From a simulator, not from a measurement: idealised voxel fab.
process module | voxel wiring stack
cross-section cut | 200 nm wide | cells 5 nm
A cross-section is a grid of square cells, given in bands from the top down. A band is one or more rows of cells.
Each band's line starts with the height of the band's top and of its bottom, in nm. Then come its materials from left to right, each with its width in nm. One material with "throughout" fills the band from edge to edge. "air" is empty space.
Height 0 is the level under which the wafer as received is all one material. The lowest band goes on downwards, as in "0 down".
A width such as "30 to 40" changes by the same amount from each row of cells to the next, from the band's top row to its bottom row.
"no change" after a step means that no cell of the cross-section changed.
closed voids: empty space of 8 cells or more with no open way to the top, each as width x height at its distance from the left edge, in nm
after a step's settings: what the simulator itself notes on the step
overlay nm, on a step with a mask: how far to the right of its planned place the mask lay; to the left if negative
plan
1 op RECEIVE | material Si
2 op CONFORMAL_DEP | material SiO2 | thk nm 10
3 op DIRECTIONAL_DEP | material TiN | thk nm 5
4 op DIRECTIONAL_DEP | material W | thk nm 15
5 op DIRECTIONAL_DEP | material aC | thk nm 10
6 op PATTERN | tone cover | mask id METAL_1 | material resist | width nm 30 | pitch nm 60 | thk nm 25 | overlay nm 0
7 op DIRECTIONAL_ETCH | etch materials aC | depth nm 10
8 op STRIP | etch materials resist
9 op DIRECTIONAL_ETCH | etch materials W | depth nm 15
10 op DIRECTIONAL_ETCH | etch materials TiN | depth nm 5
11 op STRIP | etch materials aC
12 op FILL_DEP | material lowk | thk nm 10
13 op CMP | height nm 30
14 op CONFORMAL_DEP | material SiCN | thk nm 5
15 op DIRECTIONAL_DEP | material SiO2 | thk nm 30
16 op MASKED_ETCH | tone open | mask id METAL_2_HOLES | width nm 15 | pitch nm 120 | etch materials SiO2 | depth nm 30 | overlay nm 0
17 op MASKED_ETCH | tone open | mask id METAL_2 | width nm 30 | pitch nm 60 | etch materials SiO2 | depth nm 15 | overlay nm 0
18 op MASKED_ETCH | tone open | mask id METAL_2 | width nm 30 | pitch nm 60 | etch materials SiCN | depth nm 5 | overlay nm 0
19 op CONFORMAL_DEP | material TiN | thk nm 5
20 op FILL_DEP | material Ru | thk nm 5
21 op CMP | height nm 65
22 op CONFORMAL_DEP | material SiCN | thk nm 5
23 op DIRECTIONAL_DEP | material SiO2 | thk nm 15
24 op MASKED_ETCH | tone open | mask id PLUG_2 | width nm 15 | pitch nm 60 | etch materials SiO2 | depth nm 15 | overlay nm 0
25 op MASKED_ETCH | tone open | mask id PLUG_2 | width nm 15 | pitch nm 60 | etch materials SiCN | depth nm 5 | overlay nm 0
26 op EPI | material Ru | thk nm 10
27 op EPI | material Ru | thk nm 10
28 op CONFORMAL_DEP | material SiN | thk nm 5
29 op DIRECTIONAL_DEP | material SiO2 | thk nm 25
30 op PATTERN | tone open | mask id METAL_3 | material resist | width nm 30 | pitch nm 60 | thk nm 20 | overlay nm 0
31 op DIRECTIONAL_ETCH | etch materials SiO2 | depth nm 25
32 op DIRECTIONAL_ETCH | etch materials SiN | depth nm 5
33 op STRIP | etch materials resist
34 op CONFORMAL_DEP | material TiN | thk nm 5
35 op FILL_DEP | material Ru | thk nm 5
36 op CMP | height nm 115
37 op CONFORMAL_DEP | material SiN | thk nm 5
first wafer, as planned
as received, after step 1
  0 down: Si throughout
  closed voids: none
after step 2
  10 to 0: SiO2 throughout
  below 0: unchanged
after step 3
  15 to 10: TiN throughout
  below 10: unchanged
after step 4
  30 to 15: W throughout
  below 15: unchanged
after step 5
  40 to 30: aC throughout
  below 30: unchanged
after step 6
  65 to 40: air 25 | resist 30 | air 30 | resist 30 | air 30 | resist 30 | air 25
  below 40: unchanged
after step 7
  55 to 40: air 25 | resist 30 | air 30 | resist 30 | air 30 | resist 30 | air 25
  40 to 30: air 25 | aC 30 | air 30 | aC 30 | air 30 | aC 30 | air 25
  below 30: unchanged
after step 8
  40 to 30: air 25 | aC 30 | air 30 | aC 30 | air 30 | aC 30 | air 25
  below 30: unchanged
after step 9
  40 to 30: air 25 | aC 30 | air 30 | aC 30 | air 30 | aC 30 | air 25
  30 to 15: air 25 | W 30 | air 30 | W 30 | air 30 | W 30 | air 25
  below 15: unchanged
after step 10
  40 to 30: air 25 | aC 30 | air 30 | aC 30 | air 30 | aC 30 | air 25
  30 to 15: air 25 | W 30 | air 30 | W 30 | air 30 | W 30 | air 25
  15 to 10: air 25 | TiN 30 | air 30 | TiN 30 | air 30 | TiN 30 | air 25
  below 10: unchanged
after step 11
  30 to 15: air 25 | W 30 | air 30 | W 30 | air 30 | W 30 | air 25
  below 15: unchanged
after step 12
  40 to 30: lowk throughout
  30 to 15: lowk 25 | W 30 | lowk 30 | W 30 | lowk 30 | W 30 | lowk 25
  15 to 10: lowk 25 | TiN 30 | lowk 30 | TiN 30 | lowk 30 | TiN 30 | lowk 25
  below 10: unchanged
after step 13
  30 to 15: lowk 25 | W 30 | lowk 30 | W 30 | lowk 30 | W 30 | lowk 25
  below 15: unchanged
after step 14
  35 to 30: SiCN throughout
  below 30: unchanged
after step 15
  65 to 35: SiO2 throughout
  below 35: unchanged
after step 16
  65 to 35: SiO2 25 | air 15 | SiO2 105 | air 15 | SiO2 40
  below 35: unchanged
after step 17
  65 to 50: SiO2 25 | air 30 | SiO2 30 | air 30 | SiO2 30 | air 30 | SiO2 25
  below 50: unchanged
after step 18
  65 to 50: SiO2 25 | air 30 | SiO2 30 | air 30 | SiO2 30 | air 30 | SiO2 25
  50 to 35: SiO2 25 | air 15 | SiO2 105 | air 15 | SiO2 40
  35 to 30: SiCN 25 | air 15 | SiCN 105 | air 15 | SiCN 40
  below 30: unchanged
after step 19
  70 to 65: TiN 30 | air 20 | TiN 40 | air 20 | TiN 40 | air 20 | TiN 30
  65 to 55: SiO2 25 | TiN 5 | air 20 | TiN 5 | SiO2 30 | TiN 5 | air 20 | TiN 5 | SiO2 30 | TiN 5 | air 20 | TiN 5 | SiO2 25
  55 to 50: SiO2 25 | TiN 5 | air 5 | TiN 20 | SiO2 30 | TiN 30 | SiO2 30 | TiN 5 | air 5 | TiN 20 | SiO2 25
  50 to 35: SiO2 25 | TiN 5 | air 5 | TiN 5 | SiO2 105 | TiN 5 | air 5 | TiN 5 | SiO2 40
  35 to 30: SiCN 25 | TiN 15 | SiCN 105 | TiN 15 | SiCN 40
  below 30: unchanged
after step 20
  75 to 70: Ru throughout
  70 to 65: TiN 30 | Ru 20 | TiN 40 | Ru 20 | TiN 40 | Ru 20 | TiN 30
  65 to 55: SiO2 25 | TiN 5 | Ru 20 | TiN 5 | SiO2 30 | TiN 5 | Ru 20 | TiN 5 | SiO2 30 | TiN 5 | Ru 20 | TiN 5 | SiO2 25
  55 to 50: SiO2 25 | TiN 5 | Ru 5 | TiN 20 | SiO2 30 | TiN 30 | SiO2 30 | TiN 5 | Ru 5 | TiN 20 | SiO2 25
  50 to 35: SiO2 25 | TiN 5 | Ru 5 | TiN 5 | SiO2 105 | TiN 5 | Ru 5 | TiN 5 | SiO2 40
  below 35: unchanged
after step 21
  65 to 55: SiO2 25 | TiN 5 | Ru 20 | TiN 5 | SiO2 30 | TiN 5 | Ru 20 | TiN 5 | SiO2 30 | TiN 5 | Ru 20 | TiN 5 | SiO2 25
  below 55: unchanged
after step 22
  70 to 65: SiCN throughout
  below 65: unchanged
after step 23
  85 to 70: SiO2 throughout
  below 70: unchanged
after step 24
  85 to 70: SiO2 25 | air 15 | SiO2 45 | air 15 | SiO2 45 | air 15 | SiO2 40
  below 70: unchanged
after step 25
  85 to 70: SiO2 25 | air 15 | SiO2 45 | air 15 | SiO2 45 | air 15 | SiO2 40
  70 to 65: SiCN 25 | air 15 | SiCN 45 | air 15 | SiCN 45 | air 15 | SiCN 40
  below 65: unchanged
after step 26
  85 to 75: SiO2 25 | air 15 | SiO2 45 | air 15 | SiO2 45 | air 15 | SiO2 40
  75 to 70: SiO2 25 | Ru 15 | SiO2 45 | Ru 15 | SiO2 45 | Ru 15 | SiO2 40
  70 to 65: SiCN 25 | Ru 15 | SiCN 45 | Ru 15 | SiCN 45 | Ru 15 | SiCN 40
  below 65: unchanged
after step 27
  85 to 70: SiO2 25 | Ru 15 | SiO2 45 | Ru 15 | SiO2 45 | Ru 15 | SiO2 40
  below 70: unchanged
after step 28
  90 to 85: SiN throughout
  below 85: unchanged
after step 29
  115 to 90: SiO2 throughout
  below 90: unchanged
after step 30
  135 to 115: resist 25 | air 30 | resist 30 | air 30 | resist 30 | air 30 | resist 25
  below 115: unchanged
after step 31
  135 to 115: resist 25 | air 30 | resist 30 | air 30 | resist 30 | air 30 | resist 25
  115 to 90: SiO2 25 | air 30 | SiO2 30 | air 30 | SiO2 30 | air 30 | SiO2 25
  below 90: unchanged
after step 32
  135 to 115: resist 25 | air 30 | resist 30 | air 30 | resist 30 | air 30 | resist 25
  115 to 90: SiO2 25 | air 30 | SiO2 30 | air 30 | SiO2 30 | air 30 | SiO2 25
  90 to 85: SiN 25 | air 30 | SiN 30 | air 30 | SiN 30 | air 30 | SiN 25
  below 85: unchanged
after step 33
  115 to 90: SiO2 25 | air 30 | SiO2 30 | air 30 | SiO2 30 | air 30 | SiO2 25
  below 90: unchanged
after step 34
  120 to 115: TiN 30 | air 20 | TiN 40 | air 20 | TiN 40 | air 20 | TiN 30
  115 to 90: SiO2 25 | TiN 5 | air 20 | TiN 5 | SiO2 30 | TiN 5 | air 20 | TiN 5 | SiO2 30 | TiN 5 | air 20 | TiN 5 | SiO2 25
  90 to 85: SiN 25 | TiN 30 | SiN 30 | TiN 30 | SiN 30 | TiN 30 | SiN 25
  below 85: unchanged
after step 35
  125 to 120: Ru throughout
  120 to 115: TiN 30 | Ru 20 | TiN 40 | Ru 20 | TiN 40 | Ru 20 | TiN 30
  115 to 90: SiO2 25 | TiN 5 | Ru 20 | TiN 5 | SiO2 30 | TiN 5 | Ru 20 | TiN 5 | SiO2 30 | TiN 5 | Ru 20 | TiN 5 | SiO2 25
  below 90: unchanged
after step 36
  115 to 90: SiO2 25 | TiN 5 | Ru 20 | TiN 5 | SiO2 30 | TiN 5 | Ru 20 | TiN 5 | SiO2 30 | TiN 5 | Ru 20 | TiN 5 | SiO2 25
  below 90: unchanged
after step 37
  120 to 115: SiN throughout
  below 115: unchanged
second wafer: like start, like plan, one mistake. Through step 28 it matches the first wafer
when step 29 should have ended
  105 to 90: SiO2 throughout
  below 90: unchanged
when step 30 should have ended
  125 to 105: resist 25 | air 30 | resist 30 | air 30 | resist 30 | air 30 | resist 25
  below 105: unchanged
when step 31 should have ended
  125 to 105: resist 25 | air 30 | resist 30 | air 30 | resist 30 | air 30 | resist 25
  105 to 90: SiO2 25 | air 30 | SiO2 30 | air 30 | SiO2 30 | air 30 | SiO2 25
  below 90: unchanged
when step 32 should have ended
  125 to 105: resist 25 | air 30 | resist 30 | air 30 | resist 30 | air 30 | resist 25
  105 to 90: SiO2 25 | air 30 | SiO2 30 | air 30 | SiO2 30 | air 30 | SiO2 25
  90 to 85: SiN 25 | air 30 | SiN 30 | air 30 | SiN 30 | air 30 | SiN 25
  below 85: unchanged
when step 33 should have ended
  105 to 90: SiO2 25 | air 30 | SiO2 30 | air 30 | SiO2 30 | air 30 | SiO2 25
  below 90: unchanged
when step 34 should have ended
  110 to 105: TiN 30 | air 20 | TiN 40 | air 20 | TiN 40 | air 20 | TiN 30
  105 to 90: SiO2 25 | TiN 5 | air 20 | TiN 5 | SiO2 30 | TiN 5 | air 20 | TiN 5 | SiO2 30 | TiN 5 | air 20 | TiN 5 | SiO2 25
  90 to 85: SiN 25 | TiN 30 | SiN 30 | TiN 30 | SiN 30 | TiN 30 | SiN 25
  below 85: unchanged
when step 35 should have ended
  115 to 110: Ru throughout
  110 to 105: TiN 30 | Ru 20 | TiN 40 | Ru 20 | TiN 40 | Ru 20 | TiN 30
  105 to 90: SiO2 25 | TiN 5 | Ru 20 | TiN 5 | SiO2 30 | TiN 5 | Ru 20 | TiN 5 | SiO2 30 | TiN 5 | Ru 20 | TiN 5 | SiO2 25
  below 90: unchanged
when step 36 should have ended: no change
when step 37 should have ended
  120 to 115: SiN throughout
  below 115: unchanged
what went wrong: step 29 ran as: op DIRECTIONAL_DEP | material SiO2 | thk nm 15
at the end the second wafer has, in cells: 28 more of Ru | 44 fewer of SiO2 | 16 more of TiN
